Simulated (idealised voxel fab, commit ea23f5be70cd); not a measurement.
The following is a process module called voxel trench capacitor.
Section cut is 285 nm wide and gridded with 5 nm square cells.
Square cells in a grid make up a cross-section in this document, and the grid is given as bands, listed from the top down, each one or more rows of cells. It is stipulated that each band's entry specify, in nanometres, the height of the top of the band and then that of its bottom, followed by the materials of the band in left-to-right sequence, each together with its width in nanometres. A single material marked by the word "edge to edge" is understood to fill the band from edge to edge; the word "empty" is understood to denote empty space. Heads up on the height convention: 0 is the point under which the incoming wafer is all one material, and the lowest band has no bottom, it just keeps going down, like "0 nm and below". So if you see something like "30->40" for the width, read it as the top row of the band sitting at the first number and the bottom row at the second, with every row in between moving by the same amount as the last. No cell of the cross-section changed in a step that is given as "remained unchanged". Listed in "Enclosed internal cavities": every empty space of 8 or more cells without an open way to the top. Form: width x height at distance, the distance being from the left edge, all in nm. Note: text after step settings on the step line = simulator remark on that step. overlay nm: mask right of planned place by this much (step with mask). Neg. = left.
INTENDED PROCESS STEPS
- 1: RECEIVE with material Si
- 2: CONFORMAL_DEP with material SiN, thk nm 10
- 3: MASKED_ETCH with tone open, mask id TRENCH, width nm 25, pitch nm 55, etch materials SiN, depth nm 10, overlay nm -15
- 4: MASKED_ETCH with tone open, mask id TRENCH, width nm 25, pitch nm 55, etch materials Si, depth nm 40, overlay nm 0
- 5: CONFORMAL_DEP with material HfO2, thk nm 5
- 6: CONFORMAL_DEP with material TiN, thk nm 5
- 7: FILL_DEP with material W, thk nm 10
- 8: CMP with height nm 10
Where the wafers of this document differ is in the overlay nm of step 3; they start out the same, and the plan states the value that applied to the first wafer.
CROSS-SECTION OF THE FIRST OF SEVERAL WAFERS ON RECEIPT, REFLECTING COMPLETION OF STEP 1
> 0 nm and below: Si edge to edge
> Enclosed internal cavities: none
WAFER ROWS; END OF MODULE; CELLS PER MATERIAL SINCE RECEIPT: (+) GAINED, (-) LOST; THEN CLOSED VOIDS
overlay nm -15, +46 HfO2, -32 Si, +94 SiN, +6 TiN, Enclosed internal cavities: none
overlay nm -10, +46 HfO2, -48 Si, +94 SiN, +22 TiN, Enclosed internal cavities: none
overlay nm -5, +46 HfO2, -64 Si, +94 SiN, +38 TiN, Enclosed internal cavities: none
overlay nm 0, +46 HfO2, -80 Si, +94 SiN, +38 TiN, +16 W, Enclosed internal cavities: none
overlay nm 5, +46 HfO2, -64 Si, +94 SiN, +38 TiN, Enclosed internal cavities: none
overlay nm 10, +46 HfO2, -48 Si, +94 SiN, +22 TiN, Enclosed internal cavities: none
overlay nm 15, +46 HfO2, -32 Si, +94 SiN, +6 TiN, Enclosed internal cavities: none
